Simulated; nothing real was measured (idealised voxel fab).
The process module presented herein is designated voxel fin reveal.
Cross-sectional view cut (width: 175 nm; square cell size: 5 nm).
Cross-section layout: square cells on a grid; listed as bands, top to bottom; a band spans one or more cell rows. For a band, the entry starts with two heights in nm, that of the top and then that of the bottom, and carries on with the band's materials in order from left to right, each alongside its width in nm; the word "edge to edge" beside a single material means it fills the band edge to edge, and "empty" means empty space. For the purposes of this specification, 0 denotes the height below which the wafer in its as-received condition is composed wholly of one material, and the lowermost band, lacking a lower limit, extends downward without end, as expressed in "0 down". Top row gets the first number, bottom row gets the second, and each row in between changes by the same step: that is how a band width like "30->40" works. "no change" for a step: no cell of the cross-section changed in that step. "Encapsulated voids" lists enclosed empty spaces (at least 8 cells, no open path upward to the top), each as width x height at distance from the left edge, in nm. It should be noted that, on the line of a given step, the content following the step's settings is a remark produced by the simulator itself with respect to that step. A step's line can hold "overlay nm"; with a mask on that step, the setting says how far right of the planned place the mask lay, while a negative setting says it lay to the left.

## Here's what the planned process steps look like
1) op RECEIVE | material Si
2) op CONFORMAL_DEP | material SiN | thk nm 5
3) op MASKED_ETCH | tone cover | mask id FINS | width nm 15 | pitch nm 40 | etch materials SiN | depth nm 5 | overlay nm 0
4) op MASKED_ETCH | tone cover | mask id FINS | width nm 15 | pitch nm 40 | etch materials Si | depth nm 35 | overlay nm 0
5) op FILL_DEP | material SiO2 | thk nm 10
6) op CMP | height nm 5
7) op SELECTIVE_ETCH | etch materials SiO2 | depth nm 20
8) op STRIP | etch materials SiN

## Run as planned: first of two wafers

## Cross-section: wafer on arrival = after step 1
  0 down  Si edge to edge
  Encapsulated voids: none

## Step 2 done - wafer cross-section
  5 to 0  SiN edge to edge
  At heights below 0, the structure remains unaltered.

## Step 3 done - wafer cross-section
  5 to 0  empty: 40  SiN: 15  empty: 25  SiN: 15  empty: 25  SiN: 15  empty: 40
  At heights below 0, the structure remains unaltered.

## Step 4 done - wafer cross-section
  5 to 0  empty: 40  SiN: 15  empty: 25  SiN: 15  empty: 25  SiN: 15  empty: 40
  0 to -35  empty: 40  Si: 15  empty: 25  Si: 15  empty: 25  Si: 15  empty: 40
  At heights below -35, the structure remains unaltered.

## Step 5 done - wafer cross-section
  15 to 5  SiO2 edge to edge
  5 to 0  SiO2: 40  SiN: 15  SiO2: 25  SiN: 15  SiO2: 25  SiN: 15  SiO2: 40
  0 to -35  SiO2: 40  Si: 15  SiO2: 25  Si: 15  SiO2: 25  Si: 15  SiO2: 40
  At heights below -35, the structure remains unaltered.

## Step 6 done - wafer cross-section
  5 to 0  SiO2: 40  SiN: 15  SiO2: 25  SiN: 15  SiO2: 25  SiN: 15  SiO2: 40
  At heights below 0, the structure remains unaltered.

## Step 7 done - wafer cross-section
  5 to 0  empty: 40  SiN: 15  empty: 25  SiN: 15  empty: 25  SiN: 15  empty: 40
  0 to -15  empty: 40  Si: 15  empty: 25  Si: 15  empty: 25  Si: 15  empty: 40
  At heights below -15, the structure remains unaltered.

## Step 8 done - wafer cross-section
  0 to -15  empty: 40  Si: 15  empty: 25  Si: 15  empty: 25  Si: 15  empty: 40
  At heights below -15, the structure remains unaltered.

## Okay, second wafer. Nothing different at the start, nothing different in the plan, just one mistake somewhere in the running. As far as step 3, counting that step, it's the first wafer all over again

## X-section, second wafer, when step 4 was due to finish
  5 to 0  empty: 40  SiN: 15  empty: 25  SiN: 15  empty: 25  SiN: 15  empty: 40
  0 to -70  empty: 40  Si: 15  empty: 25  Si: 15  empty: 25  Si: 15  empty: 40
  At heights below -70, the structure remains unaltered.

## X-section, second wafer, when step 5 was due to finish
  15 to 5  SiO2 edge to edge
  5 to 0  SiO2: 40  SiN: 15  SiO2: 25  SiN: 15  SiO2: 25  SiN: 15  SiO2: 40
  0 to -70  SiO2: 40  Si: 15  SiO2: 25  Si: 15  SiO2: 25  Si: 15  SiO2: 40
  At heights below -70, the structure remains unaltered.

## X-section, second wafer, when step 6 was due to finish
  5 to 0  SiO2: 40  SiN: 15  SiO2: 25  SiN: 15  SiO2: 25  SiN: 15  SiO2: 40
  At heights below 0, the structure remains unaltered.

## X-section, second wafer, when step 7 was due to finish
  5 to 0  empty: 40  SiN: 15  empty: 25  SiN: 15  empty: 25  SiN: 15  empty: 40
  0 to -15  empty: 40  Si: 15  empty: 25  Si: 15  empty: 25  Si: 15  empty: 40
  At heights below -15, the structure remains unaltered.

## X-section, second wafer, when step 8 was due to finish
  0 to -15  empty: 40  Si: 15  empty: 25  Si: 15  empty: 25  Si: 15  empty: 40
  At heights below -15, the structure remains unaltered.
Deviation noted in wafer processing: step 4 of the plan was performed twice
Final tally in cells, some materials are higher or lower on the second wafer than on the first: 182 fewer of Si, 182 more of SiO2
